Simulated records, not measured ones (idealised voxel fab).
Process module name: voxel tone inversion
This is section cut - it's 205 nm across, gridded in 5 nm square cells.
When this document writes out a cross-section, it uses a grid of square cells and lists it as bands, beginning at the top and moving down, with a band standing for one or more rows of cells.
Read a band's entry like this: the first values are the height of its top and the height of its bottom in nm, and what follows is the sequence of materials from left to right, each with its width in nm. Note that "blank" is empty space, and that a single material marked "everywhere" reaches across the band from edge to edge.
Heads up on the height convention: 0 is the point under which the incoming wafer is all one material, and the lowest band has no bottom, it just keeps going down, like "0..down".
Graded width ("30->40"): value in top row of band = first number; value in bottom row = second number; row-to-row change constant.
Where the words "remains unaltered" appear for a step, the cross-section shows no cell changed by that step; every cell remained as before.
The entry "Unvented internal voids" lists the empty spaces that cover at least 8 cells and have no open path to the top. Each is written as width x height at distance, where the distance is measured from the left edge and all three values are in nm.
Step line, after settings: the simulator's comment on this step.
The setting "overlay nm" may be written on the line of a step. When the step uses a mask, the value reports how far to the right of the planned place the mask lay, and a negative value reports that it lay to the left.

THE PROCESS STEPS THAT WERE PLANNED ARE LISTED BELOW
1 RECEIVE, material Si
2 CONFORMAL_DEP, material SiN, thk nm 10
3 DIRECTIONAL_DEP, material polySi, thk nm 15
4 PATTERN, tone cover, mask id POSTS, material resist, width nm 20, pitch nm 35, thk nm 20, overlay nm 0
5 DIRECTIONAL_ETCH, etch materials polySi, depth nm 15
6 STRIP, etch materials resist
7 FILL_DEP, material SiO2, thk nm 5
8 CMP, height nm 25
9 STRIP, etch materials polySi
10 CONFORMAL_DEP, material TiN, thk nm 5
11 FILL_DEP, material W, thk nm 10
12 CMP, height nm 25
13 CONFORMAL_DEP, material SiCN, thk nm 5

CROSS-SECTION OF THE WAFER AS IT CAME TO US, I.E., ALREADY THROUGH STEP 1
0..down | Si everywhere
Unvented internal voids: none

MODULE COMPLETE, CROSS-SECTION. STARTING POINT AND PLAN PER ABOVE. ONE MISTAKE MADE IN RUNNING THE MODULE
30..25 | SiCN everywhere
25..15 | SiO2 (35) / TiN (5) / W (10) / TiN (5) / SiO2 (15) / TiN (5) / W (10) / TiN (5) / SiO2 (15) / TiN (5) / W (10) / TiN (5) / SiO2 (15) / TiN (5) / W (10) / TiN (5) / SiO2 (45)
15..10 | SiO2 (35) / TiN (20) / SiO2 (15) / TiN (20) / SiO2 (15) / TiN (20) / SiO2 (15) / TiN (20) / SiO2 (45)
10..0 | SiN everywhere
0..down | Si everywhere
Unvented internal voids: none
Deviation from plan: step 4 ran as: PATTERN, tone cover, mask id POSTS, material resist, width nm 20, pitch nm 35, thk nm 20, overlay nm -5
